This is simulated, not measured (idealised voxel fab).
process module | voxel wiring stack
cross-section cut | 245 nm wide | cells 5 nm
A cross-section is a grid of square cells, given in bands from the top down. A band is one or more rows of cells.
Each band's line starts with the height of the band's top and of its bottom, in nm. Then come its materials from left to right, each with its width in nm. One material with "throughout" fills the band from edge to edge. "air" is empty space.
Height 0 is the level under which the wafer as received is all one material. The lowest band goes on downwards, as in "0 down".
A width such as "30 to 40" changes by the same amount from each row of cells to the next, from the band's top row to its bottom row.
"no change" after a step means that no cell of the cross-section changed.
closed voids: empty space of 8 cells or more with no open way to the top, each as width x height at its distance from the left edge, in nm
after a step's settings: what the simulator itself notes on the step
overlay nm, on a step with a mask: how far to the right of its planned place the mask lay; to the left if negative
plan
1 op RECEIVE | material Si
2 op CONFORMAL_DEP | material SiO2 | thk nm 10
3 op DIRECTIONAL_DEP | material TiN | thk nm 5
4 op DIRECTIONAL_DEP | material Ru | thk nm 15
5 op MASKED_ETCH | tone cover | mask id METAL_1 | width nm 20 | pitch nm 50 | etch materials Ru | depth nm 15 | overlay nm 0
6 op MASKED_ETCH | tone cover | mask id METAL_1 | width nm 20 | pitch nm 50 | etch materials TiN | depth nm 5 | overlay nm 0
7 op CONFORMAL_DEP | material SiN | thk nm 5
8 op FILL_DEP | material SiO2 | thk nm 5
9 op CMP | height nm 30
10 op CONFORMAL_DEP | material SiCN | thk nm 5
11 op DIRECTIONAL_DEP | material lowk | thk nm 25
12 op DIRECTIONAL_DEP | material aC | thk nm 10
13 op PATTERN | tone open | mask id METAL_2_HOLES | material resist | width nm 15 | pitch nm 100 | thk nm 30 | overlay nm 0
14 op DIRECTIONAL_ETCH | etch materials aC | depth nm 10
15 op STRIP | etch materials resist
16 op DIRECTIONAL_ETCH | etch materials lowk | depth nm 25
17 op STRIP | etch materials aC
18 op PATTERN | tone open | mask id METAL_2 | material resist | width nm 20 | pitch nm 50 | thk nm 15 | overlay nm 0
19 op DIRECTIONAL_ETCH | etch materials lowk | depth nm 15
20 op DIRECTIONAL_ETCH | etch materials SiCN | depth nm 5
21 op STRIP | etch materials resist
22 op CONFORMAL_DEP | material TiN | thk nm 5
23 op FILL_DEP | material Cu | thk nm 10
24 op CMP | height nm 60
25 op CONFORMAL_DEP | material SiCN | thk nm 5
as received, after step 1
  0 down: Si throughout
  closed voids: none
a wafer at the end: this start, this plan, one mistake
  65 to 60: SiCN throughout
  60 to 50: lowk 35 | TiN 5 | Cu 10 | TiN 5 | lowk 30 | TiN 5 | Cu 10 | TiN 5 | lowk 30 | TiN 5 | Cu 10 | TiN 5 | lowk 30 | TiN 5 | Cu 10 | TiN 5 | lowk 40
  50 to 45: lowk 35 | TiN 5 | Cu 5 | TiN 10 | lowk 30 | TiN 20 | lowk 30 | TiN 5 | Cu 5 | TiN 10 | lowk 30 | TiN 20 | lowk 40
  45 to 35: lowk 35 | TiN 5 | Cu 5 | TiN 5 | lowk 85 | TiN 5 | Cu 5 | TiN 5 | lowk 95
  35 to 30: SiCN 35 | TiN 15 | SiCN 85 | TiN 15 | SiCN 95
  30 to 25: SiO2 throughout
  25 to 20: SiO2 30 | SiN 30 | SiO2 20 | SiN 30 | SiO2 20 | SiN 30 | SiO2 20 | SiN 30 | SiO2 35
  20 to 5: SiO2 30 | SiN 5 | Ru 20 | SiN 5 | SiO2 20 | SiN 5 | Ru 20 | SiN 5 | SiO2 20 | SiN 5 | Ru 20 | SiN 5 | SiO2 20 | SiN 5 | Ru 20 | SiN 5 | SiO2 35
  5 to 0: SiN 35 | TiN 20 | SiN 30 | TiN 20 | SiN 30 | TiN 20 | SiN 30 | TiN 20 | SiN 40
  0 down: Si throughout
  closed voids: none
what went wrong: step 2 was left out
